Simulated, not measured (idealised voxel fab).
process module | voxel tone inversion
cross-section cut | 235 nm wide | cells 5 nm
A cross-section is a grid of square cells, given in bands from the top down. A band is one or more rows of cells.
Each band's line starts with the height of the band's top and of its bottom, in nm. Then come its materials from left to right, each with its width in nm. One material with "throughout" fills the band from edge to edge. "air" is empty space.
Height 0 is the level under which the wafer as received is all one material. The lowest band goes on downwards, as in "0 down".
A width such as "30 to 40" changes by the same amount from each row of cells to the next, from the band's top row to its bottom row.
"no change" after a step means that no cell of the cross-section changed.
closed voids: empty space of 8 cells or more with no open way to the top, each as width x height at its distance from the left edge, in nm
after a step's settings: what the simulator itself notes on the step
overlay nm, on a step with a mask: how far to the right of its planned place the mask lay; to the left if negative
plan
1 op RECEIVE | material Si
2 op CONFORMAL_DEP | material SiCN | thk nm 5
3 op DIRECTIONAL_DEP | material aC | thk nm 15
4 op PATTERN | tone cover | mask id POSTS | material resist | width nm 20 | pitch nm 45 | thk nm 25 | overlay nm 0
5 op DIRECTIONAL_ETCH | etch materials aC | depth nm 15
6 op STRIP | etch materials resist
7 op FILL_DEP | material SiO2 | thk nm 5
8 op CMP | height nm 20
9 op STRIP | etch materials aC
10 op CONFORMAL_DEP | material TiN | thk nm 5
11 op FILL_DEP | material W | thk nm 10
12 op CMP | height nm 20
13 op CONFORMAL_DEP | material SiN | thk nm 5
first wafer, as planned
as received, after step 1
  0 down: Si throughout
  closed voids: none
after step 2
  5 to 0: SiCN throughout
  below 0: unchanged
after step 3
  20 to 5: aC throughout
  below 5: unchanged
after step 4
  45 to 20: air 85 | resist 20 | air 25 | resist 20 | air 85
  below 20: unchanged
after step 5
  30 to 20: air 85 | resist 20 | air 25 | resist 20 | air 85
  20 to 5: air 85 | aC 20 | air 25 | aC 20 | air 85
  below 5: unchanged
after step 6
  20 to 5: air 85 | aC 20 | air 25 | aC 20 | air 85
  below 5: unchanged
after step 7
  25 to 20: SiO2 throughout
  20 to 5: SiO2 85 | aC 20 | SiO2 25 | aC 20 | SiO2 85
  below 5: unchanged
after step 8
  20 to 5: SiO2 85 | aC 20 | SiO2 25 | aC 20 | SiO2 85
  below 5: unchanged
after step 9
  20 to 5: SiO2 85 | air 20 | SiO2 25 | air 20 | SiO2 85
  below 5: unchanged
after step 10
  25 to 20: TiN 90 | air 10 | TiN 35 | air 10 | TiN 90
  20 to 10: SiO2 85 | TiN 5 | air 10 | TiN 5 | SiO2 25 | TiN 5 | air 10 | TiN 5 | SiO2 85
  10 to 5: SiO2 85 | TiN 20 | SiO2 25 | TiN 20 | SiO2 85
  below 5: unchanged
after step 11
  35 to 25: W throughout
  25 to 20: TiN 90 | W 10 | TiN 35 | W 10 | TiN 90
  20 to 10: SiO2 85 | TiN 5 | W 10 | TiN 5 | SiO2 25 | TiN 5 | W 10 | TiN 5 | SiO2 85
  below 10: unchanged
after step 12
  20 to 10: SiO2 85 | TiN 5 | W 10 | TiN 5 | SiO2 25 | TiN 5 | W 10 | TiN 5 | SiO2 85
  below 10: unchanged
after step 13
  25 to 20: SiN throughout
  below 20: unchanged
second wafer: like start, like plan, one mistake. Through step 12 it matches the first wafer
when step 13 should have ended
  25 to 20: TiN throughout
  below 20: unchanged
what went wrong: step 13 ran as: op CONFORMAL_DEP | material TiN | thk nm 5
at the end the second wafer has, in cells: 47 fewer of SiN | 47 more of TiN
